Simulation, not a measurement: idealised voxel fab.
The process module that follows is named voxel wiring stack.
Square cells of 5 nm make up the cross-section cut, whose width is 180 nm.
If you're reading a cross-section in this doc, picture square cells in a grid; it comes to you as bands, top ones listed first down to the bottom, and a band can be one or more rows of cells.
The band entry comprises the height of the band's top followed by the height of its bottom, expressed in nm, and subsequently the band's materials from left to right, each stated together with its width in nm. Where a single material is marked with the word "edge to edge", that material fills the band from edge to edge. The word "blank" represents empty space.
All heights in this document are referenced to 0, defined as the level beneath which the wafer, as received, consists entirely of one material. The lowest band is not bounded below; it extends indefinitely downward and is written in the form "0 -> down".
Width: "30..40" (first number = top row, second number = bottom row, same change from row to row of cells).
Take "remains unaltered" at face value: in the step it is given for, the cross-section changed in none of its cells.
Heads up: "Tabulated closed voids" only lists the empty pockets with no open path to the top that are 8 cells or more, and it writes them as width x height at distance, distance from the left edge, in nm.
Whatever follows a step's settings on its line is a remark the simulator itself makes about that step.
overlay nm: where the mask lay relative to plan, measured to the right, on steps with a mask; negatives go left.

The following list gives the planned process steps:
| 1 | RECEIVE,material Si |
| 2 | CONFORMAL_DEP,material SiO2,thk nm 10 |
| 3 | DIRECTIONAL_DEP,material TiN,thk nm 5 |
| 4 | DIRECTIONAL_DEP,material Ru,thk nm 20 |
| 5 | PATTERN,tone cover,mask id METAL_1,material resist,width nm 30,pitch nm 45,thk nm 15,overlay nm 0 |
| 6 | DIRECTIONAL_ETCH,etch materials Ru,depth nm 20 |
| 7 | DIRECTIONAL_ETCH,etch materials TiN,depth nm 5 |
| 8 | STRIP,etch materials resist |
| 9 | FILL_DEP,material lowk,thk nm 5 |
| 10 | CMP,height nm 35 |
| 11 | CONFORMAL_DEP,material SiCN,thk nm 5 |
| 12 | DIRECTIONAL_DEP,material lowk,thk nm 15 |
| 13 | MASKED_ETCH,tone open,mask id PLUG_1,width nm 15,pitch nm 45,etch materials lowk,depth nm 15,overlay nm 0 |
| 14 | MASKED_ETCH,tone open,mask id PLUG_1,width nm 15,pitch nm 45,etch materials SiCN,depth nm 5,overlay nm 0 |
| 15 | CONFORMAL_DEP,material TiN,thk nm 5 |
| 16 | FILL_DEP,material Cu,thk nm 5 |
| 17 | CMP,height nm 55 |
| 18 | DIRECTIONAL_DEP,material TiN,thk nm 5 |
| 19 | DIRECTIONAL_DEP,material W,thk nm 25 |
| 20 | DIRECTIONAL_DEP,material aC,thk nm 15 |
| 21 | PATTERN,tone cover,mask id METAL_2,material resist,width nm 30,pitch nm 45,thk nm 35,overlay nm 0 |
| 22 | DIRECTIONAL_ETCH,etch materials aC,depth nm 15 |
| 23 | STRIP,etch materials resist |
| 24 | DIRECTIONAL_ETCH,etch materials W,depth nm 25 |
| 25 | DIRECTIONAL_ETCH,etch materials TiN,depth nm 5 |
| 26 | STRIP,etch materials aC |
| 27 | CONFORMAL_DEP,material SiN,thk nm 5 |
| 28 | FILL_DEP,material lowk,thk nm 10 |
| 29 | CMP,height nm 85 |
| 30 | CONFORMAL_DEP,material SiCN,thk nm 5 |
| 31 | DIRECTIONAL_DEP,material lowk,thk nm 10 |
| 32 | MASKED_ETCH,tone open,mask id PLUG_2,width nm 15,etch materials lowk,depth nm 10,overlay nm 0 |
| 33 | MASKED_ETCH,tone open,mask id PLUG_2,width nm 15,etch materials SiCN,depth nm 5,overlay nm 0 |
| 34 | EPI,material Ru,thk nm 10 |
| 35 | EPI,material Ru,thk nm 5 |
| 36 | DIRECTIONAL_DEP,material TiN,thk nm 5 |
| 37 | DIRECTIONAL_DEP,material W,thk nm 25 |
| 38 | MASKED_ETCH,tone cover,mask id METAL_3,width nm 30,pitch nm 45,etch materials W,depth nm 25,overlay nm 0 |
| 39 | MASKED_ETCH,tone cover,mask id METAL_3,width nm 30,pitch nm 45,etch materials TiN,depth nm 5,overlay nm 0 |
| 40 | FILL_DEP,material lowk,thk nm 5 |
| 41 | CMP,height nm 130 |
| 42 | CONFORMAL_DEP,material SiN,thk nm 5 |

Of two wafers, the first: run according to plan:

Cross-section of the wafer upon arrival, representing the state reached after step 1:
* 0 -> down: Si edge to edge
* Tabulated closed voids: none

Cross-section: wafer state after step 2:
* 10 -> 0: SiO2 edge to edge
* Rest of section, below 0: as before.

Cross-section: wafer state after step 3:
* 15 -> 10: TiN edge to edge
* Rest of section, below 10: as before.

Cross-section: wafer state after step 4:
* 35 -> 15: Ru edge to edge
* Rest of section, below 15: as before.

Cross-section: wafer state after step 5:
* 50 -> 35: blank=50 | resist=30 | blank=15 | resist=30 | blank=55
* Rest of section, below 35: as before.

Cross-section: wafer state after step 6:
* 50 -> 35: blank=50 | resist=30 | blank=15 | resist=30 | blank=55
* 35 -> 15: blank=50 | Ru=30 | blank=15 | Ru=30 | blank=55
* Rest of section, below 15: as before.

Cross-section: wafer state after step 7:
* 50 -> 35: blank=50 | resist=30 | blank=15 | resist=30 | blank=55
* 35 -> 15: blank=50 | Ru=30 | blank=15 | Ru=30 | blank=55
* 15 -> 10: blank=50 | TiN=30 | blank=15 | TiN=30 | blank=55
* Rest of section, below 10: as before.

Cross-section: wafer state after step 8:
* 35 -> 15: blank=50 | Ru=30 | blank=15 | Ru=30 | blank=55
* Rest of section, below 15: as before.

Cross-section: wafer state after step 9:
* 40 -> 35: lowk edge to edge
* 35 -> 15: lowk=50 | Ru=30 | lowk=15 | Ru=30 | lowk=55
* 15 -> 10: lowk=50 | TiN=30 | lowk=15 | TiN=30 | lowk=55
* Rest of section, below 10: as before.

Cross-section: wafer state after step 10:
* 35 -> 15: lowk=50 | Ru=30 | lowk=15 | Ru=30 | lowk=55
* Rest of section, below 15: as before.

Cross-section: wafer state after step 11:
* 40 -> 35: SiCN edge to edge
* Rest of section, below 35: as before.

Cross-section: wafer state after step 12:
* 55 -> 40: lowk edge to edge
* Rest of section, below 40: as before.

Cross-section: wafer state after step 13:
* 55 -> 40: lowk=50 | blank=15 | lowk=30 | blank=15 | lowk=70
* Rest of section, below 40: as before.

Cross-section: wafer state after step 14:
* 55 -> 40: lowk=50 | blank=15 | lowk=30 | blank=15 | lowk=70
* 40 -> 35: SiCN=50 | blank=15 | SiCN=30 | blank=15 | SiCN=70
* Rest of section, below 35: as before.

Cross-section: wafer state after step 15:
* 60 -> 55: TiN=55 | blank=5 | TiN=40 | blank=5 | TiN=75
* 55 -> 40: lowk=50 | TiN=5 | blank=5 | TiN=5 | lowk=30 | TiN=5 | blank=5 | TiN=5 | lowk=70
* 40 -> 35: SiCN=50 | TiN=15 | SiCN=30 | TiN=15 | SiCN=70
* Rest of section, below 35: as before.

Cross-section: wafer state after step 16:
* 65 -> 60: Cu edge to edge
* 60 -> 55: TiN=55 | Cu=5 | TiN=40 | Cu=5 | TiN=75
* 55 -> 40: lowk=50 | TiN=5 | Cu=5 | TiN=5 | lowk=30 | TiN=5 | Cu=5 | TiN=5 | lowk=70
* Rest of section, below 40: as before.

Cross-section: wafer state after step 17:
* 55 -> 40: lowk=50 | TiN=5 | Cu=5 | TiN=5 | lowk=30 | TiN=5 | Cu=5 | TiN=5 | lowk=70
* Rest of section, below 40: as before.

Cross-section: wafer state after step 18:
* 60 -> 55: TiN edge to edge
* Rest of section, below 55: as before.

Cross-section: wafer state after step 19:
* 85 -> 60: W edge to edge
* Rest of section, below 60: as before.

Cross-section: wafer state after step 20:
* 100 -> 85: aC edge to edge
* Rest of section, below 85: as before.

Cross-section: wafer state after step 21:
* 135 -> 100: blank=50 | resist=30 | blank=15 | resist=30 | blank=55
* Rest of section, below 100: as before.

Cross-section: wafer state after step 22:
* 120 -> 100: blank=50 | resist=30 | blank=15 | resist=30 | blank=55
* 100 -> 85: blank=50 | aC=30 | blank=15 | aC=30 | blank=55
* Rest of section, below 85: as before.

Cross-section: wafer state after step 23:
* 100 -> 85: blank=50 | aC=30 | blank=15 | aC=30 | blank=55
* Rest of section, below 85: as before.

Cross-section: wafer state after step 24:
* 100 -> 85: blank=50 | aC=30 | blank=15 | aC=30 | blank=55
* 85 -> 60: blank=50 | W=30 | blank=15 | W=30 | blank=55
* Rest of section, below 60: as before.

Cross-section: wafer state after step 25:
* 100 -> 85: blank=50 | aC=30 | blank=15 | aC=30 | blank=55
* 85 -> 60: blank=50 | W=30 | blank=15 | W=30 | blank=55
* 60 -> 55: blank=50 | TiN=30 | blank=15 | TiN=30 | blank=55
* Rest of section, below 55: as before.

Cross-section: wafer state after step 26:
* 85 -> 60: blank=50 | W=30 | blank=15 | W=30 | blank=55
* Rest of section, below 60: as before.

Cross-section: wafer state after step 27:
* 90 -> 85: blank=45 | SiN=40 | blank=5 | SiN=40 | blank=50
* 85 -> 60: blank=45 | SiN=5 | W=30 | SiN=5 | blank=5 | SiN=5 | W=30 | SiN=5 | blank=50
* 60 -> 55: SiN=50 | TiN=30 | SiN=15 | TiN=30 | SiN=55
* Rest of section, below 55: as before.

Cross-section: wafer state after step 28:
* 100 -> 90: lowk edge to edge
* 90 -> 85: lowk=45 | SiN=40 | lowk=5 | SiN=40 | lowk=50
* 85 -> 60: lowk=45 | SiN=5 | W=30 | SiN=5 | lowk=5 | SiN=5 | W=30 | SiN=5 | lowk=50
* Rest of section, below 60: as before.

Cross-section: wafer state after step 29:
* 85 -> 60: lowk=45 | SiN=5 | W=30 | SiN=5 | lowk=5 | SiN=5 | W=30 | SiN=5 | lowk=50
* Rest of section, below 60: as before.

Cross-section: wafer state after step 30:
* 90 -> 85: SiCN edge to edge
* Rest of section, below 85: as before.

Cross-section: wafer state after step 31:
* 100 -> 90: lowk edge to edge
* Rest of section, below 90: as before.

Cross-section: wafer state after step 32:
* 100 -> 90: lowk=50 | blank=15 | lowk=115
* Rest of section, below 90: as before.

Cross-section: wafer state after step 33:
* 100 -> 90: lowk=50 | blank=15 | lowk=115
* 90 -> 85: SiCN=50 | blank=15 | SiCN=115
* Rest of section, below 85: as before.

Cross-section: wafer state after step 34:
* 100 -> 95: lowk=50 | blank=15 | lowk=115
* 95 -> 90: lowk=50 | Ru=15 | lowk=115
* 90 -> 85: SiCN=50 | Ru=15 | SiCN=115
* Rest of section, below 85: as before.

Cross-section: wafer state after step 35:
* 100 -> 90: lowk=50 | Ru=15 | lowk=115
* Rest of section, below 90: as before.

Cross-section: wafer state after step 36:
* 105 -> 100: TiN edge to edge
* Rest of section, below 100: as before.

Cross-section: wafer state after step 37:
* 130 -> 105: W edge to edge
* Rest of section, below 105: as before.

Cross-section: wafer state after step 38:
* 130 -> 105: blank=50 | W=30 | blank=15 | W=30 | blank=55
* Rest of section, below 105: as before.

Cross-section: wafer state after step 39:
* 130 -> 105: blank=50 | W=30 | blank=15 | W=30 | blank=55
* 105 -> 100: blank=50 | TiN=30 | blank=15 | TiN=30 | blank=55
* Rest of section, below 100: as before.

Cross-section: wafer state after step 40:
* 135 -> 130: lowk edge to edge
* 130 -> 105: lowk=50 | W=30 | lowk=15 | W=30 | lowk=55
* 105 -> 100: lowk=50 | TiN=30 | lowk=15 | TiN=30 | lowk=55
* Rest of section, below 100: as before.

Cross-section: wafer state after step 41:
* 130 -> 105: lowk=50 | W=30 | lowk=15 | W=30 | lowk=55
* Rest of section, below 105: as before.

Cross-section: wafer state after step 42:
* 135 -> 130: SiN edge to edge
* Rest of section, below 130: as before.

The second wafer: identical to the first at the outset and in its planned sequence, differing only in that one mistake was made during processing; up to and including step 20, its path is the first wafer's path:

Cross-section: second wafer, time at which step 21 was scheduled to end:
* 135 -> 100: blank=55 | resist=20 | blank=25 | resist=20 | blank=60
* Rest of section, below 100: as before.

Cross-section: second wafer, time at which step 22 was scheduled to end:
* 120 -> 100: blank=55 | resist=20 | blank=25 | resist=20 | blank=60
* 100 -> 85: blank=55 | aC=20 | blank=25 | aC=20 | blank=60
* Rest of section, below 85: as before.

Cross-section: second wafer, time at which step 23 was scheduled to end:
* 100 -> 85: blank=55 | aC=20 | blank=25 | aC=20 | blank=60
* Rest of section, below 85: as before.

Cross-section: second wafer, time at which step 24 was scheduled to end:
* 100 -> 85: blank=55 | aC=20 | blank=25 | aC=20 | blank=60
* 85 -> 60: blank=55 | W=20 | blank=25 | W=20 | blank=60
* Rest of section, below 60: as before.

Cross-section: second wafer, time at which step 25 was scheduled to end:
* 100 -> 85: blank=55 | aC=20 | blank=25 | aC=20 | blank=60
* 85 -> 60: blank=55 | W=20 | blank=25 | W=20 | blank=60
* 60 -> 55: blank=55 | TiN=20 | blank=25 | TiN=20 | blank=60
* Rest of section, below 55: as before.

Cross-section: second wafer, time at which step 26 was scheduled to end:
* 85 -> 60: blank=55 | W=20 | blank=25 | W=20 | blank=60
* Rest of section, below 60: as before.

Cross-section: second wafer, time at which step 27 was scheduled to end:
* 90 -> 85: blank=50 | SiN=30 | blank=15 | SiN=30 | blank=55
* 85 -> 60: blank=50 | SiN=5 | W=20 | SiN=5 | blank=15 | SiN=5 | W=20 | SiN=5 | blank=55
* 60 -> 55: SiN=55 | TiN=20 | SiN=25 | TiN=20 | SiN=60
* Rest of section, below 55: as before.

Cross-section: second wafer, time at which step 28 was scheduled to end:
* 100 -> 90: lowk edge to edge
* 90 -> 85: lowk=50 | SiN=30 | lowk=15 | SiN=30 | lowk=55
* 85 -> 60: lowk=50 | SiN=5 | W=20 | SiN=5 | lowk=15 | SiN=5 | W=20 | SiN=5 | lowk=55
* Rest of section, below 60: as before.

Cross-section: second wafer, time at which step 29 was scheduled to end:
* 85 -> 60: lowk=50 | SiN=5 | W=20 | SiN=5 | lowk=15 | SiN=5 | W=20 | SiN=5 | lowk=55
* Rest of section, below 60: as before.

Cross-section: second wafer, time at which step 30 was scheduled to end:
* 90 -> 85: SiCN edge to edge
* Rest of section, below 85: as before.

Cross-section: second wafer, time at which step 31 was scheduled to end:
* 100 -> 90: lowk edge to edge
* Rest of section, below 90: as before.

Cross-section: second wafer, time at which step 32 was scheduled to end:
* 100 -> 90: lowk=50 | blank=15 | lowk=115
* Rest of section, below 90: as before.

Cross-section: second wafer, time at which step 33 was scheduled to end:
* 100 -> 90: lowk=50 | blank=15 | lowk=115
* 90 -> 85: SiCN=50 | blank=15 | SiCN=115
* Rest of section, below 85: as before.

Cross-section: second wafer, time at which step 34 was scheduled to end:
* 100 -> 95: lowk=50 | blank=15 | lowk=115
* 95 -> 90: lowk=50 | Ru=15 | lowk=115
* 90 -> 85: SiCN=50 | Ru=15 | SiCN=115
* Rest of section, below 85: as before.

Cross-section: second wafer, time at which step 35 was scheduled to end:
* 100 -> 90: lowk=50 | Ru=15 | lowk=115
* Rest of section, below 90: as before.

Cross-section: second wafer, time at which step 36 was scheduled to end:
* 105 -> 100: TiN edge to edge
* Rest of section, below 100: as before.

Cross-section: second wafer, time at which step 37 was scheduled to end:
* 130 -> 105: W edge to edge
* Rest of section, below 105: as before.

Cross-section: second wafer, time at which step 38 was scheduled to end:
* 130 -> 105: blank=50 | W=30 | blank=15 | W=30 | blank=55
* Rest of section, below 105: as before.

Cross-section: second wafer, time at which step 39 was scheduled to end:
* 130 -> 105: blank=50 | W=30 | blank=15 | W=30 | blank=55
* 105 -> 100: blank=50 | TiN=30 | blank=15 | TiN=30 | blank=55
* Rest of section, below 100: as before.

Cross-section: second wafer, time at which step 40 was scheduled to end:
* 135 -> 130: lowk edge to edge
* 130 -> 105: lowk=50 | W=30 | lowk=15 | W=30 | lowk=55
* 105 -> 100: lowk=50 | TiN=30 | lowk=15 | TiN=30 | lowk=55
* Rest of section, below 100: as before.

Cross-section: second wafer, time at which step 41 was scheduled to end:
* 130 -> 105: lowk=50 | W=30 | lowk=15 | W=30 | lowk=55
* Rest of section, below 105: as before.

Cross-section: second wafer, time at which step 42 was scheduled to end:
* 135 -> 130: SiN edge to edge
* Rest of section, below 130: as before.
Where did the run depart from the plan? step 21 did not happen as planned, as run it was PATTERN,tone cover,mask id METAL_2,material resist,width nm 20,pitch nm 45,thk nm 35,overlay nm 0
FYI, end of process, the second wafer has more or fewer cells of some materials than the first: SiN +4 | TiN -4 | W -20 | lowk +20
